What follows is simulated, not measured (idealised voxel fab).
process module | voxel wiring stack
cross-section cut | 245 nm wide | cells 5 nm
A cross-section is a grid of square cells, given in bands from the top down. A band is one or more rows of cells.
Each band's line starts with the height of the band's top and of its bottom, in nm. Then come its materials from left to right, each with its width in nm. One material with "throughout" fills the band from edge to edge. "air" is empty space.
Height 0 is the level under which the wafer as received is all one material. The lowest band goes on downwards, as in "0 down".
A width such as "30 to 40" changes by the same amount from each row of cells to the next, from the band's top row to its bottom row.
"no change" after a step means that no cell of the cross-section changed.
closed voids: empty space of 8 cells or more with no open way to the top, each as width x height at its distance from the left edge, in nm
after a step's settings: what the simulator itself notes on the step
overlay nm, on a step with a mask: how far to the right of its planned place the mask lay; to the left if negative
plan
1 op RECEIVE | material Si
2 op CONFORMAL_DEP | material SiO2 | thk nm 10
3 op CONFORMAL_DEP | material SiN | thk nm 5
4 op DIRECTIONAL_DEP | material SiO2 | thk nm 20
5 op DIRECTIONAL_DEP | material aC | thk nm 10
6 op PATTERN | tone open | mask id METAL_1 | material resist | width nm 30 | pitch nm 55 | thk nm 25 | overlay nm 0
7 op DIRECTIONAL_ETCH | etch materials aC | depth nm 10
8 op STRIP | etch materials resist
9 op DIRECTIONAL_ETCH | etch materials SiO2 | depth nm 20
10 op DIRECTIONAL_ETCH | etch materials SiN | depth nm 5
11 op STRIP | etch materials aC
12 op CONFORMAL_DEP | material TiN | thk nm 5
13 op FILL_DEP | material Ru | thk nm 5
14 op CMP | height nm 35
15 op CONFORMAL_DEP | material SiCN | thk nm 5
16 op DIRECTIONAL_DEP | material SiO2 | thk nm 10
17 op PATTERN | tone open | mask id PLUG_1 | material resist | width nm 15 | pitch nm 55 | thk nm 15 | overlay nm 0
18 op DIRECTIONAL_ETCH | etch materials SiO2 | depth nm 10
19 op DIRECTIONAL_ETCH | etch materials SiCN | depth nm 5
20 op STRIP | etch materials resist
21 op EPI | material Ru | thk nm 10
22 op EPI | material Ru | thk nm 5
23 op DIRECTIONAL_DEP | material TiN | thk nm 5
24 op DIRECTIONAL_DEP | material W | thk nm 25
25 op MASKED_ETCH | tone cover | mask id METAL_2 | width nm 30 | pitch nm 55 | etch materials W | depth nm 25 | overlay nm 0
26 op MASKED_ETCH | tone cover | mask id METAL_2 | width nm 30 | pitch nm 55 | etch materials TiN | depth nm 5 | overlay nm 0
27 op CONFORMAL_DEP | material SiN | thk nm 5
28 op FILL_DEP | material lowk | thk nm 5
29 op CMP | height nm 80
30 op CONFORMAL_DEP | material SiCN | thk nm 5
31 op DIRECTIONAL_DEP | material SiO2 | thk nm 10
32 op MASKED_ETCH | tone open | mask id PLUG_2 | width nm 15 | pitch nm 55 | etch materials SiO2 | depth nm 10 | overlay nm 0
33 op MASKED_ETCH | tone open | mask id PLUG_2 | width nm 15 | pitch nm 55 | etch materials SiCN | depth nm 5 | overlay nm 0
34 op EPI | material Ru | thk nm 10
35 op EPI | material Ru | thk nm 5
36 op CONFORMAL_DEP | material SiCN | thk nm 5
37 op DIRECTIONAL_DEP | material lowk | thk nm 25
38 op MASKED_ETCH | tone open | mask id METAL_3 | width nm 30 | pitch nm 55 | etch materials lowk | depth nm 25 | overlay nm 0
39 op MASKED_ETCH | tone open | mask id METAL_3 | width nm 30 | pitch nm 55 | etch materials SiCN | depth nm 5 | overlay nm 0
40 op CONFORMAL_DEP | material TiN | thk nm 5
41 op FILL_DEP | material W | thk nm 10
42 op CMP | height nm 125
43 op CONFORMAL_DEP | material SiCN | thk nm 5
first wafer, as planned
as received, after step 1
  0 down: Si throughout
  closed voids: none
after step 2
  10 to 0: SiO2 throughout
  below 0: unchanged
after step 3
  15 to 10: SiN throughout
  below 10: unchanged
after step 4
  35 to 15: SiO2 throughout
  below 15: unchanged
after step 5
  45 to 35: aC throughout
  below 35: unchanged
after step 6
  70 to 45: resist 80 | air 30 | resist 25 | air 30 | resist 80
  below 45: unchanged
after step 7
  60 to 45: resist 80 | air 30 | resist 25 | air 30 | resist 80
  45 to 35: aC 80 | air 30 | aC 25 | air 30 | aC 80
  below 35: unchanged
after step 8
  45 to 35: aC 80 | air 30 | aC 25 | air 30 | aC 80
  below 35: unchanged
after step 9
  45 to 35: aC 80 | air 30 | aC 25 | air 30 | aC 80
  35 to 15: SiO2 80 | air 30 | SiO2 25 | air 30 | SiO2 80
  below 15: unchanged
after step 10
  45 to 35: aC 80 | air 30 | aC 25 | air 30 | aC 80
  35 to 15: SiO2 80 | air 30 | SiO2 25 | air 30 | SiO2 80
  15 to 10: SiN 80 | air 30 | SiN 25 | air 30 | SiN 80
  below 10: unchanged
after step 11
  35 to 15: SiO2 80 | air 30 | SiO2 25 | air 30 | SiO2 80
  below 15: unchanged
after step 12
  40 to 35: TiN 85 | air 20 | TiN 35 | air 20 | TiN 85
  35 to 15: SiO2 80 | TiN 5 | air 20 | TiN 5 | SiO2 25 | TiN 5 | air 20 | TiN 5 | SiO2 80
  15 to 10: SiN 80 | TiN 30 | SiN 25 | TiN 30 | SiN 80
  below 10: unchanged
after step 13
  45 to 40: Ru throughout
  40 to 35: TiN 85 | Ru 20 | TiN 35 | Ru 20 | TiN 85
  35 to 15: SiO2 80 | TiN 5 | Ru 20 | TiN 5 | SiO2 25 | TiN 5 | Ru 20 | TiN 5 | SiO2 80
  below 15: unchanged
after step 14
  35 to 15: SiO2 80 | TiN 5 | Ru 20 | TiN 5 | SiO2 25 | TiN 5 | Ru 20 | TiN 5 | SiO2 80
  below 15: unchanged
after step 15
  40 to 35: SiCN throughout
  below 35: unchanged
after step 16
  50 to 40: SiO2 throughout
  below 40: unchanged
after step 17
  65 to 50: resist 80 | air 15 | resist 40 | air 15 | resist 95
  below 50: unchanged
after step 18
  65 to 50: resist 80 | air 15 | resist 40 | air 15 | resist 95
  50 to 40: SiO2 80 | air 15 | SiO2 40 | air 15 | SiO2 95
  below 40: unchanged
after step 19
  65 to 50: resist 80 | air 15 | resist 40 | air 15 | resist 95
  50 to 40: SiO2 80 | air 15 | SiO2 40 | air 15 | SiO2 95
  40 to 35: SiCN 80 | air 15 | SiCN 40 | air 15 | SiCN 95
  below 35: unchanged
after step 20
  50 to 40: SiO2 80 | air 15 | SiO2 40 | air 15 | SiO2 95
  below 40: unchanged
after step 21
  50 to 45: SiO2 80 | air 15 | SiO2 40 | air 15 | SiO2 95
  45 to 40: SiO2 80 | Ru 15 | SiO2 40 | Ru 15 | SiO2 95
  40 to 35: SiCN 80 | Ru 15 | SiCN 40 | Ru 15 | SiCN 95
  below 35: unchanged
after step 22
  50 to 40: SiO2 80 | Ru 15 | SiO2 40 | Ru 15 | SiO2 95
  below 40: unchanged
after step 23
  55 to 50: TiN throughout
  below 50: unchanged
after step 24
  80 to 55: W throughout
  below 55: unchanged
after step 25
  80 to 55: air 80 | W 30 | air 25 | W 30 | air 80
  below 55: unchanged
after step 26
  80 to 55: air 80 | W 30 | air 25 | W 30 | air 80
  55 to 50: air 80 | TiN 30 | air 25 | TiN 30 | air 80
  below 50: unchanged
after step 27
  85 to 80: air 75 | SiN 40 | air 15 | SiN 40 | air 75
  80 to 55: air 75 | SiN 5 | W 30 | SiN 5 | air 15 | SiN 5 | W 30 | SiN 5 | air 75
  55 to 50: SiN 80 | TiN 30 | SiN 25 | TiN 30 | SiN 80
  below 50: unchanged
after step 28
  90 to 85: lowk throughout
  85 to 80: lowk 75 | SiN 40 | lowk 15 | SiN 40 | lowk 75
  80 to 55: lowk 75 | SiN 5 | W 30 | SiN 5 | lowk 15 | SiN 5 | W 30 | SiN 5 | lowk 75
  below 55: unchanged
after step 29
  80 to 55: lowk 75 | SiN 5 | W 30 | SiN 5 | lowk 15 | SiN 5 | W 30 | SiN 5 | lowk 75
  below 55: unchanged
after step 30
  85 to 80: SiCN throughout
  below 80: unchanged
after step 31
  95 to 85: SiO2 throughout
  below 85: unchanged
after step 32
  95 to 85: SiO2 80 | air 15 | SiO2 40 | air 15 | SiO2 95
  below 85: unchanged
after step 33
  95 to 85: SiO2 80 | air 15 | SiO2 40 | air 15 | SiO2 95
  85 to 80: SiCN 80 | air 15 | SiCN 40 | air 15 | SiCN 95
  below 80: unchanged
after step 34
  95 to 90: SiO2 80 | air 15 | SiO2 40 | air 15 | SiO2 95
  90 to 85: SiO2 80 | Ru 15 | SiO2 40 | Ru 15 | SiO2 95
  85 to 80: SiCN 80 | Ru 15 | SiCN 40 | Ru 15 | SiCN 95
  below 80: unchanged
after step 35
  95 to 85: SiO2 80 | Ru 15 | SiO2 40 | Ru 15 | SiO2 95
  below 85: unchanged
after step 36
  100 to 95: SiCN throughout
  below 95: unchanged
after step 37
  125 to 100: lowk throughout
  below 100: unchanged
after step 38
  125 to 100: lowk 80 | air 30 | lowk 25 | air 30 | lowk 80
  below 100: unchanged
after step 39
  125 to 100: lowk 80 | air 30 | lowk 25 | air 30 | lowk 80
  100 to 95: SiCN 80 | air 30 | SiCN 25 | air 30 | SiCN 80
  below 95: unchanged
after step 40
  130 to 125: TiN 85 | air 20 | TiN 35 | air 20 | TiN 85
  125 to 100: lowk 80 | TiN 5 | air 20 | TiN 5 | lowk 25 | TiN 5 | air 20 | TiN 5 | lowk 80
  100 to 95: SiCN 80 | TiN 30 | SiCN 25 | TiN 30 | SiCN 80
  below 95: unchanged
after step 41
  140 to 130: W throughout
  130 to 125: TiN 85 | W 20 | TiN 35 | W 20 | TiN 85
  125 to 100: lowk 80 | TiN 5 | W 20 | TiN 5 | lowk 25 | TiN 5 | W 20 | TiN 5 | lowk 80
  below 100: unchanged
after step 42
  125 to 100: lowk 80 | TiN 5 | W 20 | TiN 5 | lowk 25 | TiN 5 | W 20 | TiN 5 | lowk 80
  below 100: unchanged
after step 43
  130 to 125: SiCN throughout
  below 125: unchanged
second wafer: like start, like plan, one mistake. Through step 31 it matches the first wafer
when step 32 should have ended
  95 to 85: SiO2 75 | air 25 | SiO2 30 | air 25 | SiO2 90
  below 85: unchanged
when step 33 should have ended
  95 to 85: SiO2 75 | air 25 | SiO2 30 | air 25 | SiO2 90
  85 to 80: SiCN 80 | air 15 | SiCN 40 | air 15 | SiCN 95
  below 80: unchanged
when step 34 should have ended
  95 to 90: SiO2 75 | air 25 | SiO2 30 | air 25 | SiO2 90
  90 to 85: SiO2 75 | Ru 25 | SiO2 30 | Ru 25 | SiO2 90
  85 to 80: SiCN 80 | Ru 15 | SiCN 40 | Ru 15 | SiCN 95
  below 80: unchanged
when step 35 should have ended
  95 to 85: SiO2 75 | Ru 25 | SiO2 30 | Ru 25 | SiO2 90
  below 85: unchanged
when step 36 should have ended
  100 to 95: SiCN throughout
  below 95: unchanged
when step 37 should have ended
  125 to 100: lowk throughout
  below 100: unchanged
when step 38 should have ended
  125 to 100: lowk 80 | air 30 | lowk 25 | air 30 | lowk 80
  below 100: unchanged
when step 39 should have ended
  125 to 100: lowk 80 | air 30 | lowk 25 | air 30 | lowk 80
  100 to 95: SiCN 80 | air 30 | SiCN 25 | air 30 | SiCN 80
  below 95: unchanged
when step 40 should have ended
  130 to 125: TiN 85 | air 20 | TiN 35 | air 20 | TiN 85
  125 to 100: lowk 80 | TiN 5 | air 20 | TiN 5 | lowk 25 | TiN 5 | air 20 | TiN 5 | lowk 80
  100 to 95: SiCN 80 | TiN 30 | SiCN 25 | TiN 30 | SiCN 80
  below 95: unchanged
when step 41 should have ended
  140 to 130: W throughout
  130 to 125: TiN 85 | W 20 | TiN 35 | W 20 | TiN 85
  125 to 100: lowk 80 | TiN 5 | W 20 | TiN 5 | lowk 25 | TiN 5 | W 20 | TiN 5 | lowk 80
  below 100: unchanged
when step 42 should have ended
  125 to 100: lowk 80 | TiN 5 | W 20 | TiN 5 | lowk 25 | TiN 5 | W 20 | TiN 5 | lowk 80
  below 100: unchanged
when step 43 should have ended
  130 to 125: SiCN throughout
  below 125: unchanged
what went wrong: step 32 ran as: op MASKED_ETCH | tone open | mask id PLUG_2 | width nm 25 | pitch nm 55 | etch materials SiO2 | depth nm 10 | overlay nm 0
at the end the second wafer has, in cells: 8 more of Ru | 8 fewer of SiO2
